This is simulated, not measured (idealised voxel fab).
The document below concerns the process module designated voxel wiring stack.
FYI the section here is cut, 205 nm wide, cells are 5 nm squares.
A cross-section is written here as square cells arranged in a grid, and it is given in bands from the top down, each band taking up one or more rows of cells. The entry gives the band's vertical extent as a top height and a bottom height in nm, then its horizontal make-up as materials from left to right, each with a width in nm. "air" stands for empty space; a single material marked "all across" fills the band edge to edge. We count height from 0. Below that, the starting wafer is all one material. The lowest band never ends at the bottom but goes on down; see "z 0 and below" for how that is written. With a width like "30..40", each row of cells in the band differs from the next by the same amount, the top row carrying the first number and the bottom row the second. "nothing was modified" means the step left every cell of the cross-section as it was. Empty spaces counting at least 8 cells and having no open way to the top are listed in "Tabulated closed voids". The notation width x height at distance is used for each, the distance being from the left edge and all three values in nm. Whatever follows a step's settings on its line is a remark the simulator itself makes about that step. Each step line may optionally specify "overlay nm", which for a step with a mask gives the rightward distance between the mask's planned place and where it lay, a negative value indicating the leftward direction.

# The process steps that were planned are listed below
1,RECEIVE | material Si
2,CONFORMAL_DEP | material SiO2 | thk nm 10
3,DIRECTIONAL_DEP | material TiN | thk nm 5
4,DIRECTIONAL_DEP | material Ru | thk nm 25
5,PATTERN | tone cover | mask id METAL_1 | material resist | width nm 30 | pitch nm 50 | thk nm 20 | overlay nm 0
6,DIRECTIONAL_ETCH | etch materials Ru | depth nm 25
7,DIRECTIONAL_ETCH | etch materials TiN | depth nm 5
8,STRIP | etch materials resist
9,FILL_DEP | material SiO2 | thk nm 10
10,CMP | height nm 40
11,CONFORMAL_DEP | material SiCN | thk nm 5
12,DIRECTIONAL_DEP | material SiO2 | thk nm 15
13,MASKED_ETCH | tone open | mask id PLUG_1 | width nm 15 | pitch nm 50 | etch materials SiO2 | depth nm 15 | overlay nm 0
14,MASKED_ETCH | tone open | mask id PLUG_1 | width nm 15 | pitch nm 50 | etch materials SiCN | depth nm 5 | overlay nm 0
15,CONFORMAL_DEP | material TiN | thk nm 5
16,FILL_DEP | material Cu | thk nm 5
17,CMP | height nm 60
18,CONFORMAL_DEP | material SiN | thk nm 5
19,DIRECTIONAL_DEP | material SiO2 | thk nm 25
20,DIRECTIONAL_DEP | material aC | thk nm 10
21,PATTERN | tone open | mask id METAL_2 | material resist | width nm 30 | pitch nm 50 | thk nm 25 | overlay nm 0
22,DIRECTIONAL_ETCH | etch materials aC | depth nm 10
23,STRIP | etch materials resist
24,DIRECTIONAL_ETCH | etch materials SiO2 | depth nm 25
25,DIRECTIONAL_ETCH | etch materials SiN | depth nm 5
26,STRIP | etch materials aC
27,CONFORMAL_DEP | material TiN | thk nm 5
28,FILL_DEP | material Cu | thk nm 5
29,CMP | height nm 90
30,CONFORMAL_DEP | material SiCN | thk nm 5

# Cross-sectional view of the wafer in its as-received condition, corresponding to the state after step 1
> z 0 and below = Si all across
> Tabulated closed voids: none

# Cross-sectional image of the first of two wafers at the end of the module, the run having proceeded as planned
> z 95 to 90 = SiCN all across
> z 90 to 65 = SiO2 35, then TiN 5, then Cu 20, then TiN 5, then SiO2 20, then TiN 5, then Cu 20, then TiN 5, then SiO2 20, then TiN 5, then Cu 20, then TiN 5, then SiO2 40
> z 65 to 60 = SiN 35, then TiN 30, then SiN 20, then TiN 30, then SiN 20, then TiN 30, then SiN 40
> z 60 to 45 = SiO2 35, then TiN 5, then Cu 5, then TiN 5, then SiO2 35, then TiN 5, then Cu 5, then TiN 5, then SiO2 35, then TiN 5, then Cu 5, then TiN 5, then SiO2 55
> z 45 to 40 = SiCN 35, then TiN 15, then SiCN 35, then TiN 15, then SiCN 35, then TiN 15, then SiCN 55
> z 40 to 15 = SiO2 35, then Ru 30, then SiO2 20, then Ru 30, then SiO2 20, then Ru 30, then SiO2 40
> z 15 to 10 = SiO2 35, then TiN 30, then SiO2 20, then TiN 30, then SiO2 20, then TiN 30, then SiO2 40
> z 10 to 0 = SiO2 all across
> z 0 and below = Si all across
> Tabulated closed voids: none

# This is the second of the two wafers, cross-sectioned at the end of the module; it started exactly like the first and was given the same plan, but it was run with one mistake
> z 95 to 90 = SiCN all across
> z 90 to 65 = SiO2 25, then TiN 5, then Cu 20, then TiN 5, then SiO2 20, then TiN 5, then Cu 20, then TiN 5, then SiO2 20, then TiN 5, then Cu 20, then TiN 5, then SiO2 50
> z 65 to 60 = SiN 25, then TiN 30, then SiN 20, then TiN 30, then SiN 20, then TiN 30, then SiN 50
> z 60 to 45 = SiO2 35, then TiN 5, then Cu 5, then TiN 5, then SiO2 35, then TiN 5, then Cu 5, then TiN 5, then SiO2 35, then TiN 5, then Cu 5, then TiN 5, then SiO2 55
> z 45 to 40 = SiCN 35, then TiN 15, then SiCN 35, then TiN 15, then SiCN 35, then TiN 15, then SiCN 55
> z 40 to 15 = SiO2 35, then Ru 30, then SiO2 20, then Ru 30, then SiO2 20, then Ru 30, then SiO2 40
> z 15 to 10 = SiO2 35, then TiN 30, then SiO2 20, then TiN 30, then SiO2 20, then TiN 30, then SiO2 40
> z 10 to 0 = SiO2 all across
> z 0 and below = Si all across
> Tabulated closed voids: none
What broke from the plan during processing? the process deviated at step 21: the operation and settings actually run there were PATTERN | tone open | mask id METAL_2 | material resist | width nm 30 | pitch nm 50 | thk nm 25 | overlay nm -10
Comparing end states, the material composition by cell count is preserved from the first wafer to the second, while the locations of the cells are not.
